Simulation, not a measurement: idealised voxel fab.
Name of the process module below: voxel self aligned vias
Shown is cross-section cut, with a width of 225 nm and square cells of size 5 nm.
This document writes a cross-section as a grid whose cells are square, and gives it as bands, listed from the top down; one or more rows of cells form a band.
It is stipulated that each band's entry specify, in nanometres, the height of the top of the band and then that of its bottom, followed by the materials of the band in left-to-right sequence, each together with its width in nanometres. A single material marked by the word "everywhere" is understood to fill the band from edge to edge; the word "blank" is understood to denote empty space.
Ref level 0: as-received wafer is one material below here. Bottom band extends down with no lower bound ("z 0 and below").
The expression "30 to 40" gives the width at the extremes of the band, the first number at its top row of cells and the second at its bottom row, with the width changing by equal amounts from each row to the next in between.
Where a step carries "stayed the same", the cross-section came out of it unchanged, cell for cell.
What "Catalogued sealed voids" gives you is every empty space of 8 cells or more that is cut off from the top. Each appears as width x height at distance, with the distance taken from the left edge and width, height and distance all in nm.
It should be noted that, on the line of a given step, the content following the step's settings is a remark produced by the simulator itself with respect to that step.
"overlay nm", when on a step's line for a step with a mask, measures how far to the right of its planned place the mask lay; a negative measure means to the left.

Process steps - plan
1) RECEIVE: material Si
2) CONFORMAL_DEP: material SiO2, thk nm 10
3) CONFORMAL_DEP: material SiCN, thk nm 5
4) DIRECTIONAL_DEP: material SiO2, thk nm 20
5) MASKED_ETCH: tone open, mask id LINES, width nm 30, pitch nm 70, etch materials SiO2, depth nm 20, overlay nm 0
6) CONFORMAL_DEP: material TiN, thk nm 5
7) FILL_DEP: material W, thk nm 5
8) CMP: height nm 35
9) SELECTIVE_ETCH: etch materials W Ru TiN, depth nm 10
10) FILL_DEP: material SiN, thk nm 5
11) CMP: height nm 35
12) DIRECTIONAL_DEP: material SiO2, thk nm 20
13) DIRECTIONAL_DEP: material aC, thk nm 10
14) PATTERN: tone open, mask id VIAS, material resist, width nm 40, pitch nm 140, thk nm 25, overlay nm 0
15) DIRECTIONAL_ETCH: etch materials aC, depth nm 10
16) STRIP: etch materials resist
17) DIRECTIONAL_ETCH: etch materials SiO2, depth nm 20
18) DIRECTIONAL_ETCH: etch materials SiN, depth nm 10
19) STRIP: etch materials aC
20) CONFORMAL_DEP: material TiN, thk nm 5
21) FILL_DEP: material Ru, thk nm 5
22) CMP: height nm 55
23) CONFORMAL_DEP: material SiCN, thk nm 5

First of two wafers - as planned

Delivered wafer in cross-section: state after step 1
z 0 and below | Si everywhere
Catalogued sealed voids: none

Upon completion of step 2, the wafer appears in cross-section as shown
z 10 to 0 | SiO2 everywhere
Nothing below the height 0 has changed.

Upon completion of step 3, the wafer appears in cross-section as shown
z 15 to 10 | SiCN everywhere
Nothing below the height 10 has changed.

Upon completion of step 4, the wafer appears in cross-section as shown
z 35 to 15 | SiO2 everywhere
Nothing below the height 15 has changed.

Upon completion of step 5, the wafer appears in cross-section as shown
z 35 to 15 | SiO2=25  blank=30  SiO2=40  blank=30  SiO2=40  blank=30  SiO2=30
Nothing below the height 15 has changed.

Upon completion of step 6, the wafer appears in cross-section as shown
z 40 to 35 | TiN=30  blank=20  TiN=50  blank=20  TiN=50  blank=20  TiN=35
z 35 to 20 | SiO2=25  TiN=5  blank=20  TiN=5  SiO2=40  TiN=5  blank=20  TiN=5  SiO2=40  TiN=5  blank=20  TiN=5  SiO2=30
z 20 to 15 | SiO2=25  TiN=30  SiO2=40  TiN=30  SiO2=40  TiN=30  SiO2=30
Nothing below the height 15 has changed.

Upon completion of step 7, the wafer appears in cross-section as shown
z 45 to 40 | W everywhere
z 40 to 35 | TiN=30  W=20  TiN=50  W=20  TiN=50  W=20  TiN=35
z 35 to 20 | SiO2=25  TiN=5  W=20  TiN=5  SiO2=40  TiN=5  W=20  TiN=5  SiO2=40  TiN=5  W=20  TiN=5  SiO2=30
Nothing below the height 20 has changed.

Upon completion of step 8, the wafer appears in cross-section as shown
z 35 to 20 | SiO2=25  TiN=5  W=20  TiN=5  SiO2=40  TiN=5  W=20  TiN=5  SiO2=40  TiN=5  W=20  TiN=5  SiO2=30
Nothing below the height 20 has changed.

Upon completion of step 9, the wafer appears in cross-section as shown
z 35 to 25 | SiO2=25  blank=30  SiO2=40  blank=30  SiO2=40  blank=30  SiO2=30
Nothing below the height 25 has changed.

Upon completion of step 10, the wafer appears in cross-section as shown
z 40 to 35 | SiN everywhere
z 35 to 25 | SiO2=25  SiN=30  SiO2=40  SiN=30  SiO2=40  SiN=30  SiO2=30
Nothing below the height 25 has changed.

Upon completion of step 11, the wafer appears in cross-section as shown
z 35 to 25 | SiO2=25  SiN=30  SiO2=40  SiN=30  SiO2=40  SiN=30  SiO2=30
Nothing below the height 25 has changed.

Upon completion of step 12, the wafer appears in cross-section as shown
z 55 to 35 | SiO2 everywhere
Nothing below the height 35 has changed.

Upon completion of step 13, the wafer appears in cross-section as shown
z 65 to 55 | aC everywhere
Nothing below the height 55 has changed.

Upon completion of step 14, the wafer appears in cross-section as shown
z 90 to 65 | resist=20  blank=40  resist=100  blank=40  resist=25
Nothing below the height 65 has changed.

Upon completion of step 15, the wafer appears in cross-section as shown
z 80 to 65 | resist=20  blank=40  resist=100  blank=40  resist=25
z 65 to 55 | aC=20  blank=40  aC=100  blank=40  aC=25
Nothing below the height 55 has changed.

Upon completion of step 16, the wafer appears in cross-section as shown
z 65 to 55 | aC=20  blank=40  aC=100  blank=40  aC=25
Nothing below the height 55 has changed.

Upon completion of step 17, the wafer appears in cross-section as shown
z 65 to 55 | aC=20  blank=40  aC=100  blank=40  aC=25
z 55 to 35 | SiO2=20  blank=40  SiO2=100  blank=40  SiO2=25
Nothing below the height 35 has changed.

Upon completion of step 18, the wafer appears in cross-section as shown
z 65 to 55 | aC=20  blank=40  aC=100  blank=40  aC=25
z 55 to 35 | SiO2=20  blank=40  SiO2=100  blank=40  SiO2=25
z 35 to 25 | SiO2=25  blank=30  SiO2=40  SiN=30  SiO2=40  blank=30  SiO2=30
Nothing below the height 25 has changed.

Upon completion of step 19, the wafer appears in cross-section as shown
z 55 to 35 | SiO2=20  blank=40  SiO2=100  blank=40  SiO2=25
Nothing below the height 35 has changed.

Upon completion of step 20, the wafer appears in cross-section as shown
z 60 to 55 | TiN=25  blank=30  TiN=110  blank=30  TiN=30
z 55 to 40 | SiO2=20  TiN=5  blank=30  TiN=5  SiO2=100  TiN=5  blank=30  TiN=5  SiO2=25
z 40 to 35 | SiO2=20  TiN=10  blank=20  TiN=10  SiO2=100  TiN=10  blank=20  TiN=10  SiO2=25
z 35 to 30 | SiO2=25  TiN=5  blank=20  TiN=5  SiO2=40  SiN=30  SiO2=40  TiN=5  blank=20  TiN=5  SiO2=30
z 30 to 25 | SiO2=25  TiN=30  SiO2=40  SiN=30  SiO2=40  TiN=30  SiO2=30
Nothing below the height 25 has changed.

Upon completion of step 21, the wafer appears in cross-section as shown
z 65 to 60 | Ru everywhere
z 60 to 55 | TiN=25  Ru=30  TiN=110  Ru=30  TiN=30
z 55 to 40 | SiO2=20  TiN=5  Ru=30  TiN=5  SiO2=100  TiN=5  Ru=30  TiN=5  SiO2=25
z 40 to 35 | SiO2=20  TiN=10  Ru=20  TiN=10  SiO2=100  TiN=10  Ru=20  TiN=10  SiO2=25
z 35 to 30 | SiO2=25  TiN=5  Ru=20  TiN=5  SiO2=40  SiN=30  SiO2=40  TiN=5  Ru=20  TiN=5  SiO2=30
Nothing below the height 30 has changed.

Upon completion of step 22, the wafer appears in cross-section as shown
z 55 to 40 | SiO2=20  TiN=5  Ru=30  TiN=5  SiO2=100  TiN=5  Ru=30  TiN=5  SiO2=25
Nothing below the height 40 has changed.

Upon completion of step 23, the wafer appears in cross-section as shown
z 60 to 55 | SiCN everywhere
Nothing below the height 55 has changed.

Wafer two. Identical start, identical plan. One mistake in execution. Identical history through step 1

Second wafer, section view, time point: scheduled end of step 2
z 15 to 0 | SiO2 everywhere
Nothing below the height 0 has changed.

Second wafer, section view, time point: scheduled end of step 3
z 20 to 15 | SiCN everywhere
Nothing below the height 15 has changed.

Second wafer, section view, time point: scheduled end of step 4
z 40 to 20 | SiO2 everywhere
Nothing below the height 20 has changed.

Second wafer, section view, time point: scheduled end of step 5
z 40 to 20 | SiO2=25  blank=30  SiO2=40  blank=30  SiO2=40  blank=30  SiO2=30
Nothing below the height 20 has changed.

Second wafer, section view, time point: scheduled end of step 6
z 45 to 40 | TiN=30  blank=20  TiN=50  blank=20  TiN=50  blank=20  TiN=35
z 40 to 25 | SiO2=25  TiN=5  blank=20  TiN=5  SiO2=40  TiN=5  blank=20  TiN=5  SiO2=40  TiN=5  blank=20  TiN=5  SiO2=30
z 25 to 20 | SiO2=25  TiN=30  SiO2=40  TiN=30  SiO2=40  TiN=30  SiO2=30
Nothing below the height 20 has changed.

Second wafer, section view, time point: scheduled end of step 7
z 50 to 45 | W everywhere
z 45 to 40 | TiN=30  W=20  TiN=50  W=20  TiN=50  W=20  TiN=35
z 40 to 25 | SiO2=25  TiN=5  W=20  TiN=5  SiO2=40  TiN=5  W=20  TiN=5  SiO2=40  TiN=5  W=20  TiN=5  SiO2=30
Nothing below the height 25 has changed.

Second wafer, section view, time point: scheduled end of step 8
z 35 to 25 | SiO2=25  TiN=5  W=20  TiN=5  SiO2=40  TiN=5  W=20  TiN=5  SiO2=40  TiN=5  W=20  TiN=5  SiO2=30
Nothing below the height 25 has changed.

Second wafer, section view, time point: scheduled end of step 9
z 35 to 25 | SiO2=25  blank=30  SiO2=40  blank=30  SiO2=40  blank=30  SiO2=30
Nothing below the height 25 has changed.

Second wafer, section view, time point: scheduled end of step 10
z 40 to 35 | SiN everywhere
z 35 to 25 | SiO2=25  SiN=30  SiO2=40  SiN=30  SiO2=40  SiN=30  SiO2=30
Nothing below the height 25 has changed.

Second wafer, section view, time point: scheduled end of step 11
z 35 to 25 | SiO2=25  SiN=30  SiO2=40  SiN=30  SiO2=40  SiN=30  SiO2=30
Nothing below the height 25 has changed.

Second wafer, section view, time point: scheduled end of step 12
z 55 to 35 | SiO2 everywhere
Nothing below the height 35 has changed.

Second wafer, section view, time point: scheduled end of step 13
z 65 to 55 | aC everywhere
Nothing below the height 55 has changed.

Second wafer, section view, time point: scheduled end of step 14
z 90 to 65 | resist=20  blank=40  resist=100  blank=40  resist=25
Nothing below the height 65 has changed.

Second wafer, section view, time point: scheduled end of step 15
z 80 to 65 | resist=20  blank=40  resist=100  blank=40  resist=25
z 65 to 55 | aC=20  blank=40  aC=100  blank=40  aC=25
Nothing below the height 55 has changed.

Second wafer, section view, time point: scheduled end of step 16
z 65 to 55 | aC=20  blank=40  aC=100  blank=40  aC=25
Nothing below the height 55 has changed.

Second wafer, section view, time point: scheduled end of step 17
z 65 to 55 | aC=20  blank=40  aC=100  blank=40  aC=25
z 55 to 35 | SiO2=20  blank=40  SiO2=100  blank=40  SiO2=25
Nothing below the height 35 has changed.

Second wafer, section view, time point: scheduled end of step 18
z 65 to 55 | aC=20  blank=40  aC=100  blank=40  aC=25
z 55 to 35 | SiO2=20  blank=40  SiO2=100  blank=40  SiO2=25
z 35 to 25 | SiO2=25  blank=30  SiO2=40  SiN=30  SiO2=40  blank=30  SiO2=30
Nothing below the height 25 has changed.

Second wafer, section view, time point: scheduled end of step 19
z 55 to 35 | SiO2=20  blank=40  SiO2=100  blank=40  SiO2=25
Nothing below the height 35 has changed.

Second wafer, section view, time point: scheduled end of step 20
z 60 to 55 | TiN=25  blank=30  TiN=110  blank=30  TiN=30
z 55 to 40 | SiO2=20  TiN=5  blank=30  TiN=5  SiO2=100  TiN=5  blank=30  TiN=5  SiO2=25
z 40 to 35 | SiO2=20  TiN=10  blank=20  TiN=10  SiO2=100  TiN=10  blank=20  TiN=10  SiO2=25
z 35 to 30 | SiO2=25  TiN=5  blank=20  TiN=5  SiO2=40  SiN=30  SiO2=40  TiN=5  blank=20  TiN=5  SiO2=30
z 30 to 25 | SiO2=25  TiN=30  SiO2=40  SiN=30  SiO2=40  TiN=30  SiO2=30
Nothing below the height 25 has changed.

Second wafer, section view, time point: scheduled end of step 21
z 65 to 60 | Ru everywhere
z 60 to 55 | TiN=25  Ru=30  TiN=110  Ru=30  TiN=30
z 55 to 40 | SiO2=20  TiN=5  Ru=30  TiN=5  SiO2=100  TiN=5  Ru=30  TiN=5  SiO2=25
z 40 to 35 | SiO2=20  TiN=10  Ru=20  TiN=10  SiO2=100  TiN=10  Ru=20  TiN=10  SiO2=25
z 35 to 30 | SiO2=25  TiN=5  Ru=20  TiN=5  SiO2=40  SiN=30  SiO2=40  TiN=5  Ru=20  TiN=5  SiO2=30
Nothing below the height 30 has changed.

Second wafer, section view, time point: scheduled end of step 22
z 55 to 40 | SiO2=20  TiN=5  Ru=30  TiN=5  SiO2=100  TiN=5  Ru=30  TiN=5  SiO2=25
Nothing below the height 40 has changed.

Second wafer, section view, time point: scheduled end of step 23
z 60 to 55 | SiCN everywhere
Nothing below the height 55 has changed.
Heads up, the wafer didn't run the way we planned it: step 2 deviated from plan and actually ran as CONFORMAL_DEP: material SiO2, thk nm 15
Upon completion, the second wafer contains, in terms of cells, a greater or smaller amount of certain materials than the first wafer: SiO2: 18 more | TiN: 6 fewer | W: 12 fewer
